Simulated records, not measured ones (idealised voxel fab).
The document below concerns the process module designated voxel gate over fins.
Cross-section cut spans 230 nm and uses square cells 5 nm in size.
Bands, listed from the top down, are how a cross-section gets written in this document; the cross-section itself is a grid of square cells, and a band is one or more rows of them. Heights first: top, then bottom, in nm. Then materials, left to right, each with a width in nm. "all across" on a single material: fills the band edge to edge. "blank": empty space. Heads up on the height convention: 0 is the point under which the incoming wafer is all one material, and the lowest band has no bottom, it just keeps going down, like "0 nm and below". Width spec "30 to 40" -> top row of cells at first value, bottom row at second value, equal per-row change in between. A step reported as "nothing altered" is a step in which no cell of the cross-section changed. What "Closed internal cavities" gives you is every empty space of 8 cells or more that is cut off from the top. Each appears as width x height at distance, with the distance taken from the left edge and width, height and distance all in nm. after a step's settings: what the simulator itself notes on the step. overlay nm: for a step with a mask, the amount by which the mask lay right of where it was planned; a negative amount means left of it.
Below is the list of planned process steps:
step 1: RECEIVE, material Si
step 2: CONFORMAL_DEP, material SiN, thk nm 5
step 3: PATTERN, tone cover, mask id FINS, material resist, width nm 15, pitch nm 60, thk nm 20, overlay nm 0
step 4: DIRECTIONAL_ETCH, etch materials SiN, depth nm 5
step 5: DIRECTIONAL_ETCH, etch materials Si, depth nm 35
step 6: STRIP, etch materials resist
step 7: OXIDIZE, depth nm 5
step 8: FILL_DEP, material SiO2, thk nm 15
step 9: CMP, height nm 5
step 10: PATTERN, tone open, mask id RAIL, material resist, width nm 15, thk nm 20, overlay nm 0
step 11: DIRECTIONAL_ETCH, etch materials SiO2, depth nm 35
step 12: STRIP, etch materials resist
step 13: CONFORMAL_DEP, material TiN, thk nm 5
step 14: FILL_DEP, material Ru, thk nm 10
step 15: CMP, height nm 5
step 16: SELECTIVE_ETCH, etch materials W Ru TiN, depth nm 30
step 17: FILL_DEP, material SiO2, thk nm 5
step 18: CMP, height nm 5
step 19: SELECTIVE_ETCH, etch materials SiO2, depth nm 20
step 20: STRIP, etch materials SiN
step 21: CONFORMAL_DEP, material HfO2, thk nm 5
step 22: CONFORMAL_DEP, material TiN, thk nm 5
step 23: CONFORMAL_DEP, material TiAl, thk nm 5
step 24: CONFORMAL_DEP, material TiN, thk nm 5
step 25: FILL_DEP, material W, thk nm 15
step 26: CMP, height nm 30
step 27: CONFORMAL_DEP, material SiN, thk nm 10
as received, after step 1:
> 0 nm and below | Si all across
> Closed internal cavities: none
As-planned run: cross-section of the first of two wafers at end of module:
> 40 nm to 30 nm | SiN all across
> 30 nm to 20 nm | W all across
> 20 nm to 15 nm | W (60), TiN (45), W (15), TiN (45), W (65)
> 15 nm to 10 nm | W (60), TiN (5), TiAl (35), TiN (5), W (15), TiN (5), TiAl (35), TiN (5), W (65)
> 10 nm to 5 nm | W (60), TiN (5), TiAl (5), TiN (25), TiAl (5), TiN (5), W (15), TiN (5), TiAl (5), TiN (25), TiAl (5), TiN (5), W (65)
> 5 nm to 0 nm | TiN (65), TiAl (5), TiN (5), HfO2 (15), TiN (5), TiAl (5), TiN (25), TiAl (5), TiN (5), HfO2 (15), TiN (5), TiAl (5), TiN (70)
> 0 nm to -5 nm | TiAl (70), TiN (5), HfO2 (5), Si (5), HfO2 (5), TiN (5), TiAl (35), TiN (5), HfO2 (5), Si (5), HfO2 (5), TiN (5), TiAl (75)
> -5 nm to -10 nm | TiN (75), HfO2 (5), Si (5), HfO2 (5), TiN (45), HfO2 (5), Si (5), HfO2 (5), TiN (80)
> -10 nm to -15 nm | HfO2 (80), Si (5), HfO2 (55), Si (5), HfO2 (85)
> -15 nm to -25 nm | SiO2 (80), Si (5), SiO2 (55), Si (5), SiO2 (85)
> -25 nm to -30 nm | SiO2 (80), Si (5), SiO2 (20), TiN (15), SiO2 (20), Si (5), SiO2 (85)
> -30 nm to -40 nm | SiO2 (80), Si (5), SiO2 (55), Si (5), SiO2 (85)
> -40 nm and below | Si all across
> Closed internal cavities: none
Cross-section at end of module for the second wafer of two, which matched the first in starting point and plan and differed by one mistake in its processing:
> 40 nm to 30 nm | SiN all across
> 30 nm to 20 nm | SiO2 all across
> 20 nm to 15 nm | SiO2 (60), TiN (45), SiO2 (15), TiN (45), SiO2 (65)
> 15 nm to 10 nm | SiO2 (60), TiN (5), TiAl (35), TiN (5), SiO2 (15), TiN (5), TiAl (35), TiN (5), SiO2 (65)
> 10 nm to 5 nm | SiO2 (60), TiN (5), TiAl (5), TiN (25), TiAl (5), TiN (5), SiO2 (15), TiN (5), TiAl (5), TiN (25), TiAl (5), TiN (5), SiO2 (65)
> 5 nm to 0 nm | TiN (65), TiAl (5), TiN (5), HfO2 (15), TiN (5), TiAl (5), TiN (25), TiAl (5), TiN (5), HfO2 (15), TiN (5), TiAl (5), TiN (70)
> 0 nm to -5 nm | TiAl (70), TiN (5), HfO2 (5), Si (5), HfO2 (5), TiN (5), TiAl (35), TiN (5), HfO2 (5), Si (5), HfO2 (5), TiN (5), TiAl (75)
> -5 nm to -10 nm | TiN (75), HfO2 (5), Si (5), HfO2 (5), TiN (45), HfO2 (5), Si (5), HfO2 (5), TiN (80)
> -10 nm to -15 nm | HfO2 (80), Si (5), HfO2 (55), Si (5), HfO2 (85)
> -15 nm to -25 nm | SiO2 (80), Si (5), SiO2 (55), Si (5), SiO2 (85)
> -25 nm to -30 nm | SiO2 (80), Si (5), SiO2 (20), TiN (15), SiO2 (20), Si (5), SiO2 (85)
> -30 nm to -40 nm | SiO2 (80), Si (5), SiO2 (55), Si (5), SiO2 (85)
> -40 nm and below | Si all across
> Closed internal cavities: none
Diagnosis: step 25 ran as: FILL_DEP, material SiO2, thk nm 15
Looking at both finished wafers in cells, the second ends up ahead of or behind the first on some materials: 176 more of SiO2 | 176 fewer of W
